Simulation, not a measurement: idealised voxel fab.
The process module presented herein is designated voxel capacitor over wiring.
The cross-section on display is named cut; it measures 245 nm wide, and its cells are 5 nm squares.
A cross-section is written here as square cells arranged in a grid, and it is given in bands from the top down, each band taking up one or more rows of cells.
Read a band's entry like this: the first values are the height of its top and the height of its bottom in nm, and what follows is the sequence of materials from left to right, each with its width in nm. Note that "air" is empty space, and that a single material marked "all across" reaches across the band from edge to edge.
A quick word on heights: they are counted from 0, and under that level the wafer as it came to us is one material throughout. The lowest band is different from the rest in having no bottom; it simply continues downward, written as in "0 and below".
With a width like "30 to 40", each row of cells in the band differs from the next by the same amount, the top row carrying the first number and the bottom row the second.
"identical to before" after a step means that no cell of the cross-section changed.
The entry "Completely sealed voids" lists the empty spaces that cover at least 8 cells and have no open path to the top. Each is written as width x height at distance, where the distance is measured from the left edge and all three values are in nm.
Note: text after step settings on the step line = simulator remark on that step.
overlay nm: how far to the right of its planned place the mask lay on this masked step (negative: to the left).

# Listed below are the process steps as planned
1. RECEIVE with material Si
2. CONFORMAL_DEP with material SiO2, thk nm 15
3. DIRECTIONAL_DEP with material TiN, thk nm 5
4. DIRECTIONAL_DEP with material Ru, thk nm 15
5. DIRECTIONAL_DEP with material aC, thk nm 10
6. PATTERN with tone cover, mask id METAL_1, material resist, width nm 25, pitch nm 85, thk nm 30, overlay nm 0
7. DIRECTIONAL_ETCH with etch materials aC, depth nm 10
8. STRIP with etch materials resist
9. DIRECTIONAL_ETCH with etch materials Ru, depth nm 15
10. DIRECTIONAL_ETCH with etch materials TiN, depth nm 5
11. STRIP with etch materials aC
12. FILL_DEP with material SiO2, thk nm 5
13. CMP with height nm 35
14. CONFORMAL_DEP with material SiCN, thk nm 5
15. DIRECTIONAL_DEP with material SiO2, thk nm 20
16. PATTERN with tone open, mask id PLUG_1, material resist, width nm 15, thk nm 20, overlay nm 0
17. DIRECTIONAL_ETCH with etch materials SiO2, depth nm 20
18. DIRECTIONAL_ETCH with etch materials SiCN, depth nm 5
19. STRIP with etch materials resist
20. CONFORMAL_DEP with material TiN, thk nm 5
21. FILL_DEP with material Ru, thk nm 5
22. CMP with height nm 60
23. DIRECTIONAL_DEP with material TiN, thk nm 5
24. DIRECTIONAL_DEP with material SiN, thk nm 5
25. DIRECTIONAL_DEP with material TiN, thk nm 5
26. PATTERN with tone cover, mask id UPPER_PLATE, material resist, width nm 65, thk nm 15, overlay nm 0
27. DIRECTIONAL_ETCH with etch materials TiN, depth nm 5
28. DIRECTIONAL_ETCH with etch materials SiN, depth nm 5
29. STRIP with etch materials resist
30. MASKED_ETCH with tone cover, mask id LOWER_PLATE, width nm 75, etch materials TiN, depth nm 5, overlay nm 0
31. FILL_DEP with material SiO2, thk nm 20
32. CMP with height nm 90
33. MASKED_ETCH with tone open, mask id PLUG_2, width nm 15, etch materials SiO2, depth nm 15, overlay nm 0
34. CONFORMAL_DEP with material TiN, thk nm 5
35. FILL_DEP with material Cu, thk nm 5
36. CMP with height nm 90
37. CONFORMAL_DEP with material SiN, thk nm 5

# Shown in cross-section is the wafer as received, that is, as it stands after step 1
	0 and below = Si all across
	Completely sealed voids: none

# Sectioned view, first of two wafers, at the close of the module, processed as intended in the plan
	95 down to 90 = SiN all across
	90 down to 80 = SiO2 (85) | TiN (5) | Cu (5) | TiN (5) | SiO2 (145)
	80 down to 70 = SiO2 (85 to 75) | TiN (15 to 65) | SiO2 (145 to 105)
	70 down to 65 = SiO2 (75) | SiN (65) | SiO2 (105)
	65 down to 60 = SiO2 (70) | TiN (75) | SiO2 (100)
	60 down to 40 = SiO2 (75) | TiN (5) | Ru (5) | TiN (5) | SiO2 (155)
	40 down to 35 = SiCN (75) | TiN (15) | SiCN (155)
	35 down to 20 = SiO2 (65) | Ru (25) | SiO2 (60) | Ru (25) | SiO2 (70)
	20 down to 15 = SiO2 (65) | TiN (25) | SiO2 (60) | TiN (25) | SiO2 (70)
	15 down to 0 = SiO2 all across
	0 and below = Si all across
	Completely sealed voids: none

# Cross-section, second wafer: same start as the first, same plan as the first, one mistake in running it; taken at the end of the module
	95 down to 90 = SiN all across
	90 down to 80 = SiO2 (85) | TiN (5) | Cu (5) | TiN (5) | SiO2 (145)
	80 down to 70 = SiO2 (85 to 75) | TiN (15 to 65) | SiO2 (145 to 105)
	70 down to 65 = SiO2 (75) | SiN (65) | SiO2 (105)
	65 down to 60 = SiO2 (70) | TiN (75) | SiO2 (100)
	60 down to 55 = SiCN (75) | TiN (15) | SiCN (155)
	55 down to 35 = SiO2 all across
	35 down to 20 = SiO2 (65) | Ru (25) | SiO2 (60) | Ru (25) | SiO2 (70)
	20 down to 15 = SiO2 (65) | TiN (25) | SiO2 (60) | TiN (25) | SiO2 (70)
	15 down to 0 = SiO2 all across
	0 and below = Si all across
	Completely sealed voids: none
So what did we get wrong on this run? a sequencing error occurred in which plan steps 14 and 15 were transposed
Final difference in cells, second wafer against first, listed per material as more or fewer: -4 Ru, +12 SiO2, -8 TiN
